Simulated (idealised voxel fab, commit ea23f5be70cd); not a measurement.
process module | voxel released beams
The figure presents cross-section cut, which has a width of 145 nm and is divided into square cells with an edge length of 5 nm.
For the purposes of this document, a cross-section shall be understood as a grid of square cells, specified as bands listed in top-to-bottom order, each band consisting of one or more rows of cells.
Each band's line starts with the height of the band's top and of its bottom, in nm. Then come its materials from left to right, each with its width in nm. One material with "full width" fills the band from edge to edge. "empty" is empty space.
Heights are expressed relative to 0, this being the level below which the as-received wafer comprises one material exclusively. The lowest band is unbounded in the downward direction and is denoted as in "0 nm and below".
The notation "30..40" denotes a width that varies across the rows of cells in the band, beginning at the first number in the top row, finishing at the second number in the bottom row, and changing by an identical amount from each row to the next.
The cross-section has no changed cell in any step marked "nothing altered".
Closed-off voids of 8+ cells (no open route to the top) go in "closed voids", written width x height at distance from the left edge, in nm.
The remark found on a step's line after its settings is issued by the simulator itself and pertains to that step.
If you see "overlay nm" on a step's line and that step has a mask, it's telling you how far right of where it was planned the mask ended up; a negative number means it went left instead.
## Below is the list of planned process steps
1,RECEIVE, material Si
2,CONFORMAL_DEP, material Al2O3, thk nm 10
3,DIRECTIONAL_DEP, material SiO2, thk nm 15
4,DIRECTIONAL_DEP, material aC, thk nm 10
5,PATTERN, tone open, mask id ANCHOR, material resist, width nm 45, thk nm 25, overlay nm 0
6,DIRECTIONAL_ETCH, etch materials aC, depth nm 10
7,STRIP, etch materials resist
8,DIRECTIONAL_ETCH, etch materials SiO2, depth nm 15
9,STRIP, etch materials aC
10,CONFORMAL_DEP, material polySi, thk nm 15
11,PATTERN, tone cover, mask id BEAM, material resist, width nm 110, thk nm 20, overlay nm 0
12,DIRECTIONAL_ETCH, etch materials polySi, depth nm 15
13,STRIP, etch materials resist
14,STRIP, etch materials SiO2
## Incoming wafer in cross-section (state: after step 1)
* 0 nm and below  Si full width
* closed voids: none
## Final cross-section, module run with one mistake (start and plan as above)
* 40 nm to 25 nm  empty=15 / polySi=20 / empty=15 / polySi=75 / empty=20
* 25 nm to 10 nm  empty=20 / polySi=45 / empty=80
* 10 nm to 0 nm  polySi full width
* 0 nm and below  Si full width
* closed voids: none
The plan and the run diverged here: step 2 did not happen as planned, as run it was CONFORMAL_DEP, material polySi, thk nm 10
